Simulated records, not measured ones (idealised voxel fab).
process module | voxel transistor to metal
cross-section cut | 180 nm wide | cells 5 nm
A cross-section is a grid of square cells, given in bands from the top down. A band is one or more rows of cells.
Each band's line starts with the height of the band's top and of its bottom, in nm. Then come its materials from left to right, each with its width in nm. One material with "throughout" fills the band from edge to edge. "air" is empty space.
Height 0 is the level under which the wafer as received is all one material. The lowest band goes on downwards, as in "0 down".
A width such as "30 to 40" changes by the same amount from each row of cells to the next, from the band's top row to its bottom row.
"no change" after a step means that no cell of the cross-section changed.
closed voids: empty space of 8 cells or more with no open way to the top, each as width x height at its distance from the left edge, in nm
after a step's settings: what the simulator itself notes on the step
overlay nm, on a step with a mask: how far to the right of its planned place the mask lay; to the left if negative
plan
1 op RECEIVE | material Si
2 op OXIDIZE | depth nm 5
3 op CONFORMAL_DEP | material SiN | thk nm 10
4 op MASKED_ETCH | tone cover | mask id ACTIVE | width nm 125 | etch materials SiN | depth nm 10 | overlay nm 0
5 op MASKED_ETCH | tone cover | mask id ACTIVE | width nm 125 | etch materials SiO2 | depth nm 5 | overlay nm 0
6 op MASKED_ETCH | tone cover | mask id ACTIVE | width nm 125 | etch materials Si | depth nm 20 | overlay nm 0
7 op OXIDIZE | depth nm 5
8 op FILL_DEP | material SiO2 | thk nm 15
9 op CMP | height nm 10
10 op SELECTIVE_ETCH | etch materials SiO2 | depth nm 5
11 op STRIP | etch materials SiN
12 op SELECTIVE_ETCH | etch materials SiO2 | depth nm 5
13 op OXIDIZE | depth nm 5
14 op DIRECTIONAL_DEP | material polySi | thk nm 25
15 op DIRECTIONAL_DEP | material SiCN | thk nm 10
16 op MASKED_ETCH | tone cover | mask id GATE | width nm 35 | etch materials SiCN | depth nm 20 | overlay nm 0
17 op MASKED_ETCH | tone cover | mask id GATE | width nm 35 | etch materials polySi | depth nm 35 | overlay nm 0
18 op CONFORMAL_DEP | material SiO2 | thk nm 5
19 op DIRECTIONAL_ETCH | etch materials SiO2 | depth nm 5
20 op CONFORMAL_DEP | material SiN | thk nm 5
21 op DIRECTIONAL_ETCH | etch materials SiN | depth nm 5
22 op DIRECTIONAL_ETCH | etch materials SiO2 | depth nm 5
23 op DIRECTIONAL_ETCH | etch materials Si | depth nm 10
24 op EPI | material SiGe | thk nm 15
25 op FILL_DEP | material SiO2 | thk nm 10
26 op CMP | height nm 20
27 op STRIP | etch materials polySi
28 op SELECTIVE_ETCH | etch materials SiO2 | depth nm 5
29 op CONFORMAL_DEP | material HfO2 | thk nm 5
30 op CONFORMAL_DEP | material TiN | thk nm 5
31 op FILL_DEP | material W | thk nm 10
32 op CMP | height nm 15
33 op DIRECTIONAL_DEP | material SiO2 | thk nm 15
34 op MASKED_ETCH | tone open | mask id CONTACT | width nm 20 | pitch nm 85 | etch materials SiO2 | depth nm 35 | overlay nm 0
35 op CONFORMAL_DEP | material TiN | thk nm 5
36 op FILL_DEP | material Ru | thk nm 5
37 op CMP | height nm 30
38 op CONFORMAL_DEP | material SiN | thk nm 5
39 op DIRECTIONAL_DEP | material lowk | thk nm 15
40 op DIRECTIONAL_DEP | material aC | thk nm 15
41 op PATTERN | tone open | mask id METAL_1 | material resist | width nm 20 | pitch nm 85 | thk nm 35 | overlay nm 0
42 op DIRECTIONAL_ETCH | etch materials aC | depth nm 15
43 op STRIP | etch materials resist
44 op DIRECTIONAL_ETCH | etch materials lowk | depth nm 15
45 op DIRECTIONAL_ETCH | etch materials SiN | depth nm 5
46 op STRIP | etch materials aC
47 op CONFORMAL_DEP | material TiN | thk nm 5
48 op FILL_DEP | material Ru | thk nm 5
49 op CMP | height nm 50
50 op CONFORMAL_DEP | material SiCN | thk nm 5
as received, after step 1
  0 down: Si throughout
  closed voids: none
first wafer at the end, as planned
  55 to 50: SiCN throughout
  50 to 35: lowk 35 | TiN 5 | Ru 10 | TiN 5 | lowk 65 | TiN 5 | Ru 10 | TiN 5 | lowk 40
  35 to 30: SiN 35 | TiN 20 | SiN 65 | TiN 20 | SiN 40
  30 to 15: SiO2 35 | TiN 5 | Ru 10 | TiN 5 | SiO2 65 | TiN 5 | Ru 10 | TiN 5 | SiO2 40
  15 to 10: SiO2 35 | TiN 5 | Ru 10 | TiN 5 | SiO2 5 | SiN 5 | HfO2 5 | TiN 5 | W 25 | TiN 5 | HfO2 5 | SiN 5 | SiO2 5 | TiN 5 | Ru 10 | TiN 5 | SiO2 40
  10 to 5: SiO2 35 | TiN 20 | SiO2 5 | SiN 5 | HfO2 5 | TiN 5 | W 25 | TiN 5 | HfO2 5 | SiN 5 | SiO2 5 | TiN 20 | SiO2 40
  5 to 0: SiO2 35 | TiN 10 | SiGe 15 | SiN 5 | HfO2 5 | TiN 5 | W 25 | TiN 5 | HfO2 5 | SiN 5 | SiGe 15 | TiN 10 | SiO2 40
  0 to -5: SiO2 25 | SiN 5 | SiO2 5 | TiN 10 | SiGe 15 | SiN 5 | HfO2 5 | TiN 35 | HfO2 5 | SiN 5 | SiGe 15 | TiN 10 | SiO2 5 | SiN 5 | SiO2 30
  -5 to -10: SiO2 30 | SiGe 30 | SiO2 5 | HfO2 45 | SiO2 5 | SiGe 30 | SiO2 35
  -10 to -20: SiO2 30 | SiGe 30 | Si 55 | SiGe 30 | SiO2 35
  -20 to -30: SiO2 30 | Si 115 | SiO2 35
  -30 down: Si throughout
  closed voids: none
second wafer at the end: like start, like plan, one mistake
  55 to 50: SiCN throughout
  50 to 35: lowk 35 | TiN 5 | Ru 10 | TiN 5 | lowk 65 | TiN 5 | Ru 10 | TiN 5 | lowk 40
  35 to 30: SiN 35 | TiN 20 | SiN 65 | TiN 20 | SiN 40
  30 to 15: SiO2 35 | TiN 5 | Ru 10 | TiN 5 | SiO2 65 | TiN 5 | Ru 10 | TiN 5 | SiO2 40
  15 to 10: SiO2 35 | TiN 5 | Ru 10 | TiN 5 | SiO2 5 | SiN 5 | HfO2 5 | TiN 5 | W 25 | TiN 5 | HfO2 5 | SiN 5 | SiO2 5 | TiN 5 | Ru 10 | TiN 5 | SiO2 40
  10 to 5: SiO2 35 | TiN 20 | SiO2 5 | SiN 5 | HfO2 5 | TiN 5 | W 25 | TiN 5 | HfO2 5 | SiN 5 | SiO2 5 | TiN 20 | SiO2 40
  5 to 0: SiO2 30 | SiGe 30 | SiN 5 | HfO2 5 | TiN 5 | W 25 | TiN 5 | HfO2 5 | SiN 5 | SiGe 15 | TiN 10 | SiO2 40
  0 to -5: SiO2 30 | SiN 5 | SiGe 25 | SiN 5 | HfO2 5 | TiN 35 | HfO2 5 | SiN 5 | SiGe 15 | TiN 10 | SiO2 5 | SiN 5 | SiO2 30
  -5 to -10: SiO2 35 | SiGe 25 | SiO2 5 | HfO2 45 | SiO2 5 | SiGe 30 | SiO2 35
  -10 to -20: SiO2 30 | Si 5 | SiGe 25 | Si 55 | SiGe 30 | SiO2 35
  -20 to -30: SiO2 30 | Si 115 | SiO2 35
  -30 down: Si throughout
  closed voids: none
what went wrong: step 4 ran as: op MASKED_ETCH | tone cover | mask id ACTIVE | width nm 120 | etch materials SiN | depth nm 10 | overlay nm 0
at the end the second wafer has, in cells: 2 more of Si | 2 more of SiGe | 4 fewer of TiN
